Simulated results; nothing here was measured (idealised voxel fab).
process module | voxel wiring stack
cross-section cut | 250 nm wide | cells 5 nm
A cross-section is a grid of square cells, given in bands from the top down. A band is one or more rows of cells.
Each band's line starts with the height of the band's top and of its bottom, in nm. Then come its materials from left to right, each with its width in nm. One material with "throughout" fills the band from edge to edge. "air" is empty space.
Height 0 is the level under which the wafer as received is all one material. The lowest band goes on downwards, as in "0 down".
A width such as "30 to 40" changes by the same amount from each row of cells to the next, from the band's top row to its bottom row.
"no change" after a step means that no cell of the cross-section changed.
closed voids: empty space of 8 cells or more with no open way to the top, each as width x height at its distance from the left edge, in nm
after a step's settings: what the simulator itself notes on the step
overlay nm, on a step with a mask: how far to the right of its planned place the mask lay; to the left if negative
plan
1 op RECEIVE | material Si
2 op CONFORMAL_DEP | material SiO2 | thk nm 10
3 op DIRECTIONAL_DEP | material TiN | thk nm 5
4 op DIRECTIONAL_DEP | material W | thk nm 15
5 op DIRECTIONAL_DEP | material aC | thk nm 10
6 op PATTERN | tone cover | mask id METAL_1 | material resist | width nm 30 | pitch nm 50 | thk nm 25 | overlay nm 0
7 op DIRECTIONAL_ETCH | etch materials aC | depth nm 10
8 op STRIP | etch materials resist
9 op DIRECTIONAL_ETCH | etch materials W | depth nm 15
10 op DIRECTIONAL_ETCH | etch materials TiN | depth nm 5
11 op STRIP | etch materials aC
12 op FILL_DEP | material lowk | thk nm 5
13 op CMP | height nm 30
14 op CONFORMAL_DEP | material SiCN | thk nm 5
15 op DIRECTIONAL_DEP | material lowk | thk nm 25
16 op DIRECTIONAL_DEP | material aC | thk nm 10
17 op PATTERN | tone open | mask id METAL_2 | material resist | width nm 30 | pitch nm 50 | thk nm 25 | overlay nm 0
18 op DIRECTIONAL_ETCH | etch materials aC | depth nm 10
19 op STRIP | etch materials resist
20 op DIRECTIONAL_ETCH | etch materials lowk | depth nm 15
21 op STRIP | etch materials aC
22 op MASKED_ETCH | tone open | mask id METAL_2_HOLES | width nm 15 | pitch nm 50 | etch materials lowk | depth nm 10 | overlay nm 0
23 op MASKED_ETCH | tone open | mask id METAL_2_HOLES | width nm 15 | pitch nm 50 | etch materials SiCN | depth nm 5 | overlay nm 0
24 op CONFORMAL_DEP | material TiN | thk nm 5
25 op FILL_DEP | material Cu | thk nm 10
26 op CMP | height nm 60
27 op CONFORMAL_DEP | material SiCN | thk nm 5
28 op DIRECTIONAL_DEP | material SiO2 | thk nm 15
29 op PATTERN | tone open | mask id PLUG_2 | material resist | width nm 15 | pitch nm 50 | thk nm 15 | overlay nm 0
30 op DIRECTIONAL_ETCH | etch materials SiO2 | depth nm 15
31 op DIRECTIONAL_ETCH | etch materials SiCN | depth nm 5
32 op STRIP | etch materials resist
33 op EPI | material Ru | thk nm 10
34 op EPI | material Ru | thk nm 10
35 op DIRECTIONAL_DEP | material TiN | thk nm 5
36 op DIRECTIONAL_DEP | material Ru | thk nm 25
37 op MASKED_ETCH | tone cover | mask id METAL_3 | width nm 30 | pitch nm 50 | etch materials Ru | depth nm 25 | overlay nm 0
38 op MASKED_ETCH | tone cover | mask id METAL_3 | width nm 20 | pitch nm 50 | etch materials TiN | depth nm 5 | overlay nm 0
39 op CONFORMAL_DEP | material SiCN | thk nm 5
40 op FILL_DEP | material lowk | thk nm 5
41 op CMP | height nm 110
42 op CONFORMAL_DEP | material SiCN | thk nm 5
varied across the wafers: width nm of step 38. The plan shows the first wafer's value. All wafers start alike
first wafer as received, after step 1
  0 down: Si throughout
  closed voids: none
each wafer at the end: cells of each material gained (+) or lost (-) since it was received, then its closed voids
width nm 20 | +33 Cu | +126 Ru | +194 SiCN | +223 SiO2 | +84 TiN | +54 W | +436 lowk | closed voids: none
width nm 25 | +33 Cu | +126 Ru | +194 SiCN | +223 SiO2 | +84 TiN | +54 W | +436 lowk | closed voids: none
width nm 30 | +33 Cu | +126 Ru | +194 SiCN | +223 SiO2 | +84 TiN | +54 W | +436 lowk | closed voids: none
width nm 35 | +33 Cu | +126 Ru | +194 SiCN | +223 SiO2 | +87 TiN | +54 W | +433 lowk | closed voids: none
